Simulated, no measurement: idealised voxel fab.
process module | voxel plated lines
cross-section cut | 225 nm wide | cells 5 nm
A cross-section is a grid of square cells, given in bands from the top down. A band is one or more rows of cells.
Each band's line starts with the height of the band's top and of its bottom, in nm. Then come its materials from left to right, each with its width in nm. One material with "throughout" fills the band from edge to edge. "air" is empty space.
Height 0 is the level under which the wafer as received is all one material. The lowest band goes on downwards, as in "0 down".
A width such as "30 to 40" changes by the same amount from each row of cells to the next, from the band's top row to its bottom row.
"no change" after a step means that no cell of the cross-section changed.
closed voids: empty space of 8 cells or more with no open way to the top, each as width x height at its distance from the left edge, in nm
after a step's settings: what the simulator itself notes on the step
overlay nm, on a step with a mask: how far to the right of its planned place the mask lay; to the left if negative
plan
1 op RECEIVE | material Si
2 op CONFORMAL_DEP | material Al2O3 | thk nm 15
3 op DIRECTIONAL_DEP | material TiN | thk nm 5
4 op PATTERN | tone open | mask id LINES | material resist | width nm 30 | pitch nm 55 | thk nm 30 | overlay nm 0
5 op EPI | material Ru | thk nm 5
6 op EPI | material Ru | thk nm 5
7 op STRIP | etch materials resist
8 op DIRECTIONAL_ETCH | etch materials TiN | depth nm 5
9 op CONFORMAL_DEP | material SiO2 | thk nm 10
as received, after step 1
  0 down: Si throughout
  closed voids: none
first wafer at the end, as planned
  40 to 30: air 5 | SiO2 50 | air 5 | SiO2 50 | air 5 | SiO2 50 | air 5 | SiO2 50 | air 5
  30 to 25: air 5 | SiO2 10 | Ru 30 | SiO2 10 | air 5 | SiO2 10 | Ru 30 | SiO2 10 | air 5 | SiO2 10 | Ru 30 | SiO2 10 | air 5 | SiO2 10 | Ru 30 | SiO2 10 | air 5
  25 to 20: SiO2 15 | Ru 30 | SiO2 25 | Ru 30 | SiO2 25 | Ru 30 | SiO2 25 | Ru 30 | SiO2 15
  20 to 15: SiO2 15 | TiN 30 | SiO2 25 | TiN 30 | SiO2 25 | TiN 30 | SiO2 25 | TiN 30 | SiO2 15
  15 to 0: Al2O3 throughout
  0 down: Si throughout
  closed voids: none
second wafer at the end: like start, like plan, one mistake
  55 to 45: air 5 | SiO2 50 | air 5 | SiO2 50 | air 5 | SiO2 50 | air 5 | SiO2 50 | air 5
  45 to 40: air 5 | SiO2 10 | Ru 30 | SiO2 10 | air 5 | SiO2 10 | Ru 30 | SiO2 10 | air 5 | SiO2 10 | Ru 30 | SiO2 10 | air 5 | SiO2 10 | Ru 30 | SiO2 10 | air 5
  40 to 35: SiO2 15 | Ru 30 | SiO2 25 | Ru 30 | SiO2 25 | Ru 30 | SiO2 25 | Ru 30 | SiO2 15
  35 to 30: SiO2 15 | TiN 30 | SiO2 25 | TiN 30 | SiO2 25 | TiN 30 | SiO2 25 | TiN 30 | SiO2 15
  30 to 0: Al2O3 throughout
  0 down: Si throughout
  closed voids: none
what went wrong: step 2 was run twice
at the end the second wafer has, in cells: 135 more of Al2O3
